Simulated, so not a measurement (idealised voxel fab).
The following is a process module called voxel local oxidation.
Cross-section cut: width 185 nm, square cells of 5 nm.
Cross-section layout: square cells on a grid; listed as bands, top to bottom; a band spans one or more cell rows. Read a band's entry like this: the first values are the height of its top and the height of its bottom in nm, and what follows is the sequence of materials from left to right, each with its width in nm. Note that "air" is empty space, and that a single material marked "all across" reaches across the band from edge to edge. A quick word on heights: they are counted from 0, and under that level the wafer as it came to us is one material throughout. The lowest band is different from the rest in having no bottom; it simply continues downward, written as in "top 0, no bottom". The notation "30..40" denotes a width that varies across the rows of cells in the band, beginning at the first number in the top row, finishing at the second number in the bottom row, and changing by an identical amount from each row to the next. "nothing different" for a step: no cell of the cross-section changed in that step. The entry titled "Trapped voids" provides the empty spaces that have no open way to the top, restricted to those of 8 cells or more. Each is presented as width x height at distance, the distance being measured from the left edge, with all three in nm. Post-settings text on a step line: simulator's own remark regarding the step. overlay nm: right-of-plan distance of the mask on a masked step; negative values mean left-of-plan.

### Process steps foreseen in the plan
1: RECEIVE, material Si
2: OXIDIZE, depth nm 5
3: CONFORMAL_DEP, material SiN, thk nm 15
4: DIRECTIONAL_DEP, material aC, thk nm 15
5: PATTERN, tone cover, mask id ACTIVE, material resist, width nm 90, thk nm 35, overlay nm 0
6: DIRECTIONAL_ETCH, etch materials aC, depth nm 15
7: STRIP, etch materials resist
8: DIRECTIONAL_ETCH, etch materials SiN, depth nm 15
9: STRIP, etch materials aC
10: SELECTIVE_ETCH, etch materials SiO2, depth nm 5
11: OXIDIZE, depth nm 15
12: STRIP, etch materials SiN

### First wafer, two in total, run as planned

### Here's what the wafer looked like in cross-section when it arrived - that's after step 1
> top 0, no bottom = Si all across
> Trapped voids: none

### State of the wafer after step 2, shown in cross-section
> top 0, bottom -5 = SiO2 all across
> For the remainder of the cross-section, below -5, there is no change.

### State of the wafer after step 3, shown in cross-section
> top 15, bottom 0 = SiN all across
> For the remainder of the cross-section, below 0, there is no change.

### State of the wafer after step 4, shown in cross-section
> top 30, bottom 15 = aC all across
> For the remainder of the cross-section, below 15, there is no change.

### State of the wafer after step 5, shown in cross-section
> top 65, bottom 30 = 45 of air, 90 of resist, 50 of air
> For the remainder of the cross-section, below 30, there is no change.

### State of the wafer after step 6, shown in cross-section
> top 50, bottom 30 = 45 of air, 90 of resist, 50 of air
> top 30, bottom 15 = 45 of air, 90 of aC, 50 of air
> For the remainder of the cross-section, below 15, there is no change.

### State of the wafer after step 7, shown in cross-section
> top 30, bottom 15 = 45 of air, 90 of aC, 50 of air
> For the remainder of the cross-section, below 15, there is no change.

### State of the wafer after step 8, shown in cross-section
> top 30, bottom 15 = 45 of air, 90 of aC, 50 of air
> top 15, bottom 0 = 45 of air, 90 of SiN, 50 of air
> For the remainder of the cross-section, below 0, there is no change.

### State of the wafer after step 9, shown in cross-section
> top 15, bottom 0 = 45 of air, 90 of SiN, 50 of air
> For the remainder of the cross-section, below 0, there is no change.

### State of the wafer after step 10, shown in cross-section
> top 15, bottom 0 = 45 of air, 90 of SiN, 50 of air
> top 0, bottom -5 = 50 of air, 80 of SiO2, 55 of air
> For the remainder of the cross-section, below -5, there is no change.

### State of the wafer after step 11, shown in cross-section
> top 15, bottom 0 = 45 of air, 90 of SiN, 50 of air
> top 0, bottom -5 = 50 of air, 80 of SiO2, 55 of air
> top -5, bottom -20 = 65 of SiO2, 50 of Si, 70 of SiO2
> For the remainder of the cross-section, below -20, there is no change.

### State of the wafer after step 12, shown in cross-section
> top 0, bottom -5 = 50 of air, 80 of SiO2, 55 of air
> For the remainder of the cross-section, below -5, there is no change.

### Second of two: same start, same plan, one run error; steps up to and including 8 match the first

### Cross-section of the second wafer corresponding to the planned conclusion of step 9
> top 15, bottom 0 = 45 of air, 90 of SiN, 50 of air
> For the remainder of the cross-section, below 0, there is no change.

### Cross-section of the second wafer corresponding to the planned conclusion of step 10
> top 15, bottom 0 = 45 of air, 90 of SiN, 50 of air
> top 0, bottom -5 = 50 of air, 80 of SiO2, 55 of air
> For the remainder of the cross-section, below -5, there is no change.

### Cross-section of the second wafer corresponding to the planned conclusion of step 11
> top 15, bottom 0 = 45 of air, 90 of SiN, 50 of air
> top 0, bottom -5 = 50 of air, 80 of SiO2, 55 of air
> top -5, bottom -20 = 65 of SiO2, 50 of Si, 70 of SiO2
> For the remainder of the cross-section, below -20, there is no change.

### Cross-section of the second wafer corresponding to the planned conclusion of step 12
> top 0, bottom -5 = 50 of air, 80 of SiO2, 55 of air
> For the remainder of the cross-section, below -5, there is no change.
Short version of what went wrong: step 9 in the plan was executed twice
Same final cross-section on the two wafers, so the model's numbers don't move because of the mistake.
